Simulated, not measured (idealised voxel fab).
The process module that follows is named voxel plated lines.
Section shown: cut. Width: 155 nm. Cell size: 5 nm, square.
Cross-sections here: square-cell grids, written as top-down lists of bands, a band being one or more rows of cells. Within each band entry, the heights of the top and of the bottom of the band appear first, in that order and in nm; the materials of the band then follow from left to right, each with its corresponding width in nm. The designation "everywhere" on a single material indicates that it fills the band from edge to edge; the designation "blank" indicates empty space. Height datum 0, below which the as-received substrate wafer is one material. Lowest band open at the bottom, running downward: "0 nm and below". With a width like "30..40", each row of cells in the band differs from the next by the same amount, the top row carrying the first number and the bottom row the second. Key: "remains unaltered" - step with no changed cell in the cross-section. For the entry "Sealed cavities", the listed items are empty spaces with no open way to the top whose size is 8 cells or more; each item follows the pattern width x height at distance, where distance is from the left edge and all three are in nm. Where a step's line continues beyond its settings, the continuation is a remark by the simulator itself on that step. The optional step-line setting "overlay nm" applies to steps with a mask and quantifies how far to the right of its planned location the mask lay, a negative value indicating leftward placement.

## Process steps foreseen in the plan
1. RECEIVE with material Si
2. CONFORMAL_DEP with material Al2O3, thk nm 15
3. DIRECTIONAL_DEP with material TiN, thk nm 5
4. PATTERN with tone open, mask id LINES, material resist, width nm 15, pitch nm 30, thk nm 40, overlay nm 0
5. EPI with material Ru, thk nm 10
6. EPI with material Ru, thk nm 5
7. EPI with material Ru, thk nm 5
8. STRIP with etch materials resist
9. DIRECTIONAL_ETCH with etch materials TiN, depth nm 5
10. CONFORMAL_DEP with material SiO2, thk nm 10

## Incoming wafer, cross-sectional view, post step 1
0 nm and below | Si everywhere
Sealed cavities: none

## Cross-section, end of module. Start: as above. Plan: as above. Execution: one mistake
50 nm to 40 nm | 40 blank; 75 SiO2; 40 blank
40 nm to 35 nm | 40 blank; 10 SiO2; 25 Ru; 5 SiO2; 25 Ru; 10 SiO2; 40 blank
35 nm to 25 nm | 50 SiO2; 25 Ru; 5 SiO2; 25 Ru; 50 SiO2
25 nm to 20 nm | Ru everywhere
20 nm to 15 nm | TiN everywhere
15 nm to 0 nm | Al2O3 everywhere
0 nm and below | Si everywhere
Sealed cavities: none
It is concluded that the wafer was processed incorrectly with respect to the plan, in that steps 7 and 8 of the plan were run in the wrong order, each in the other's place
